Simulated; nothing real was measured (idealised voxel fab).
process module | voxel ribs on slabs
cross-section cut | 240 nm wide | cells 5 nm
A cross-section is a grid of square cells, given in bands from the top down. A band is one or more rows of cells.
Each band's line starts with the height of the band's top and of its bottom, in nm. Then come its materials from left to right, each with its width in nm. One material with "throughout" fills the band from edge to edge. "air" is empty space.
Height 0 is the level under which the wafer as received is all one material. The lowest band goes on downwards, as in "0 down".
A width such as "30 to 40" changes by the same amount from each row of cells to the next, from the band's top row to its bottom row.
"no change" after a step means that no cell of the cross-section changed.
closed voids: empty space of 8 cells or more with no open way to the top, each as width x height at its distance from the left edge, in nm
after a step's settings: what the simulator itself notes on the step
overlay nm, on a step with a mask: how far to the right of its planned place the mask lay; to the left if negative
plan
1 op RECEIVE | material Si
2 op DIRECTIONAL_DEP | material SiO2 | thk nm 25
3 op DIRECTIONAL_DEP | material polySi | thk nm 20
4 op PATTERN | tone cover | mask id RIB | material resist | width nm 25 | thk nm 15 | overlay nm 0
5 op DIRECTIONAL_ETCH | etch materials polySi | depth nm 5
6 op STRIP | etch materials resist
7 op PATTERN | tone cover | mask id SLAB | material resist | width nm 75 | thk nm 20 | overlay nm 0
8 op DIRECTIONAL_ETCH | etch materials polySi | depth nm 15
9 op STRIP | etch materials resist
10 op FILL_DEP | material SiO2 | thk nm 25
11 op CMP | height nm 65
12 op DIRECTIONAL_DEP | material TiN | thk nm 10
13 op MASKED_ETCH | tone cover | mask id HEATER | width nm 35 | etch materials TiN | depth nm 10 | overlay nm 0
14 op CONFORMAL_DEP | material SiO2 | thk nm 5
as received, after step 1
  0 down: Si throughout
  closed voids: none
first wafer at the end, as planned
  80 to 75: air 95 | SiO2 45 | air 100
  75 to 70: air 95 | SiO2 5 | TiN 35 | SiO2 5 | air 100
  70 to 65: SiO2 100 | TiN 35 | SiO2 105
  65 to 45: SiO2 throughout
  45 to 40: SiO2 105 | polySi 25 | SiO2 110
  40 to 25: SiO2 80 | polySi 75 | SiO2 85
  25 to 0: SiO2 throughout
  0 down: Si throughout
  closed voids: none
second wafer at the end: like start, like plan, one mistake
  80 to 75: air 95 | SiO2 45 | air 100
  75 to 70: air 95 | SiO2 5 | TiN 35 | SiO2 5 | air 100
  70 to 65: SiO2 100 | TiN 35 | SiO2 105
  65 to 40: SiO2 throughout
  40 to 30: polySi 80 | SiO2 75 | polySi 85
  30 to 25: polySi 80 | SiO2 25 | polySi 25 | SiO2 25 | polySi 85
  25 to 0: SiO2 throughout
  0 down: Si throughout
  closed voids: none
what went wrong: step 7 ran as: op PATTERN | tone open | mask id SLAB | material resist | width nm 75 | thk nm 20 | overlay nm 0
at the end the second wafer has, in cells: 54 fewer of SiO2 | 54 more of polySi
